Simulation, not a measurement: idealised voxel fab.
Title: Process Module voxel self aligned vias
150 nm wide, 5 nm square cells: that's cross-section cut.
For the purposes of this document, a cross-section shall be understood as a grid of square cells, specified as bands listed in top-to-bottom order, each band consisting of one or more rows of cells.
In this notation a band is specified by the heights of its top and bottom, in that order and in nm, after which its materials appear from left to right, each paired with its width in nm. The word "everywhere" attached to a single material means that material fills the band from edge to edge; the word "air" stands for empty space.
Heights are expressed relative to 0, this being the level below which the as-received wafer comprises one material exclusively. The lowest band is unbounded in the downward direction and is denoted as in "top 0, no bottom".
Per-row width for "30 to 40": begins at first number (top row of band), ends at second number (bottom row), increment between rows held constant.
Given "all unchanged" for a step, no cell of the cross-section differs between before and after that step.
"Closed void register" lists enclosed empty spaces (at least 8 cells, no open path upward to the top), each as width x height at distance from the left edge, in nm.
The remark found on a step's line after its settings is issued by the simulator itself and pertains to that step.
overlay nm: for a step with a mask, the amount by which the mask lay right of where it was planned; a negative amount means left of it.

**Process steps foreseen in the plan**
1,RECEIVE, material Si
2,CONFORMAL_DEP, material SiO2, thk nm 10
3,CONFORMAL_DEP, material SiCN, thk nm 5
4,DIRECTIONAL_DEP, material SiO2, thk nm 30
5,MASKED_ETCH, tone open, mask id LINES, width nm 30, pitch nm 55, etch materials SiO2, depth nm 30, overlay nm 0
6,CONFORMAL_DEP, material TiN, thk nm 5
7,FILL_DEP, material Ru, thk nm 5
8,CMP, height nm 45
9,SELECTIVE_ETCH, etch materials W Ru TiN, depth nm 10
10,FILL_DEP, material SiN, thk nm 10
11,CMP, height nm 45
12,DIRECTIONAL_DEP, material SiO2, thk nm 15
13,PATTERN, tone open, mask id VIAS, material resist, width nm 40, thk nm 20, overlay nm 0
14,DIRECTIONAL_ETCH, etch materials SiO2, depth nm 15
15,DIRECTIONAL_ETCH, etch materials SiN, depth nm 10
16,STRIP, etch materials resist
17,CONFORMAL_DEP, material TiN, thk nm 5
18,FILL_DEP, material Cu, thk nm 5
19,CMP, height nm 60
20,CONFORMAL_DEP, material SiCN, thk nm 5

**As received (post step 1): cross-section**
* top 0, no bottom = Si everywhere
* Closed void register: none

**As-planned run: cross-section of the first of two wafers at end of module**
* top 65, bottom 60 = SiCN everywhere
* top 60, bottom 50 = 25 of SiO2, 5 of TiN, 30 of Cu, 5 of TiN, 85 of SiO2
* top 50, bottom 45 = 25 of SiO2, 10 of TiN, 20 of Cu, 10 of TiN, 85 of SiO2
* top 45, bottom 40 = 30 of SiO2, 5 of TiN, 20 of Cu, 5 of TiN, 25 of SiO2, 30 of SiN, 35 of SiO2
* top 40, bottom 35 = 30 of SiO2, 30 of TiN, 25 of SiO2, 30 of SiN, 35 of SiO2
* top 35, bottom 20 = 30 of SiO2, 5 of TiN, 20 of Ru, 5 of TiN, 25 of SiO2, 5 of TiN, 20 of Ru, 5 of TiN, 35 of SiO2
* top 20, bottom 15 = 30 of SiO2, 30 of TiN, 25 of SiO2, 30 of TiN, 35 of SiO2
* top 15, bottom 10 = SiCN everywhere
* top 10, bottom 0 = SiO2 everywhere
* top 0, no bottom = Si everywhere
* Closed void register: none

**Wafer two, end of module, cross-section. Same start, same plan as wafer one. One mistake in the run**
* top 65, bottom 60 = SiCN everywhere
* top 60, bottom 50 = 25 of SiO2, 5 of TiN, 30 of Cu, 5 of TiN, 85 of SiO2
* top 50, bottom 45 = 25 of SiO2, 10 of TiN, 20 of Cu, 10 of TiN, 85 of SiO2
* top 45, bottom 40 = 30 of SiO2, 5 of TiN, 20 of Cu, 5 of TiN, 25 of SiO2, 30 of SiN, 35 of SiO2
* top 40, bottom 35 = 30 of SiO2, 30 of TiN, 25 of SiO2, 30 of SiN, 35 of SiO2
* top 35, bottom 20 = 30 of SiO2, 5 of TiN, 20 of Ru, 5 of TiN, 25 of SiO2, 5 of TiN, 20 of Ru, 5 of TiN, 35 of SiO2
* top 20, bottom 15 = 30 of SiO2, 30 of TiN, 25 of SiO2, 30 of TiN, 35 of SiO2
* top 15, bottom 10 = SiCN everywhere
* top 10, bottom 0 = W everywhere
* top 0, no bottom = Si everywhere
* Closed void register: none
It is concluded that the wafer was processed incorrectly with respect to the plan, in that heads up, step 2 didn't go per plan, it actually ran as CONFORMAL_DEP, material W, thk nm 10
Wafer comparison, final, in cells, second relative to first, materials more or fewer: SiO2: 60 fewer, W: 60 more
